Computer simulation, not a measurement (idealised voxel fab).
process module | voxel self aligned contacts
cross-section cut | 250 nm wide | cells 5 nm
A cross-section is a grid of square cells, given in bands from the top down. A band is one or more rows of cells.
Each band's line starts with the height of the band's top and of its bottom, in nm. Then come its materials from left to right, each with its width in nm. One material with "throughout" fills the band from edge to edge. "air" is empty space.
Height 0 is the level under which the wafer as received is all one material. The lowest band goes on downwards, as in "0 down".
A width such as "30 to 40" changes by the same amount from each row of cells to the next, from the band's top row to its bottom row.
"no change" after a step means that no cell of the cross-section changed.
closed voids: empty space of 8 cells or more with no open way to the top, each as width x height at its distance from the left edge, in nm
after a step's settings: what the simulator itself notes on the step
overlay nm, on a step with a mask: how far to the right of its planned place the mask lay; to the left if negative
plan
1 op RECEIVE | material Si
2 op OXIDIZE | depth nm 5
3 op DIRECTIONAL_DEP | material polySi | thk nm 25
4 op DIRECTIONAL_DEP | material SiN | thk nm 20
5 op MASKED_ETCH | tone cover | mask id GATE | width nm 25 | pitch nm 70 | etch materials SiN | depth nm 20 | overlay nm 0
6 op MASKED_ETCH | tone cover | mask id GATE | width nm 25 | pitch nm 70 | etch materials polySi | depth nm 25 | overlay nm 0
7 op CONFORMAL_DEP | material SiN | thk nm 10
8 op DIRECTIONAL_ETCH | etch materials SiN | depth nm 10
9 op FILL_DEP | material SiO2 | thk nm 15
10 op CMP | height nm 50
11 op PATTERN | tone open | mask id CONTACT | material resist | width nm 55 | thk nm 20 | overlay nm -15
12 op DIRECTIONAL_ETCH | etch materials SiO2 | depth nm 55
13 op STRIP | etch materials resist
14 op CONFORMAL_DEP | material TiN | thk nm 5
15 op FILL_DEP | material Ru | thk nm 10
16 op CMP | height nm 50
17 op CONFORMAL_DEP | material SiN | thk nm 5
varied across the wafers: overlay nm of step 11. The plan shows the first wafer's value. All wafers start alike
first wafer as received, after step 1
  0 down: Si throughout
  closed voids: none
each wafer at the end: cells of each material gained (+) or lost (-) since it was received, then its closed voids
overlay nm -15 | +30 Ru | -50 Si | +162 SiN | +327 SiO2 | +31 TiN | +50 polySi | closed voids: none
overlay nm -10 | +30 Ru | -50 Si | +162 SiN | +327 SiO2 | +31 TiN | +50 polySi | closed voids: none
overlay nm -5 | +30 Ru | -50 Si | +162 SiN | +327 SiO2 | +31 TiN | +50 polySi | closed voids: none
overlay nm 0 | +30 Ru | -50 Si | +162 SiN | +327 SiO2 | +31 TiN | +50 polySi | closed voids: none
overlay nm 5 | +30 Ru | -50 Si | +162 SiN | +327 SiO2 | +31 TiN | +50 polySi | closed voids: none
overlay nm 10 | +30 Ru | -50 Si | +162 SiN | +327 SiO2 | +31 TiN | +50 polySi | closed voids: none
overlay nm 15 | +30 Ru | -50 Si | +162 SiN | +327 SiO2 | +31 TiN | +50 polySi | closed voids: none
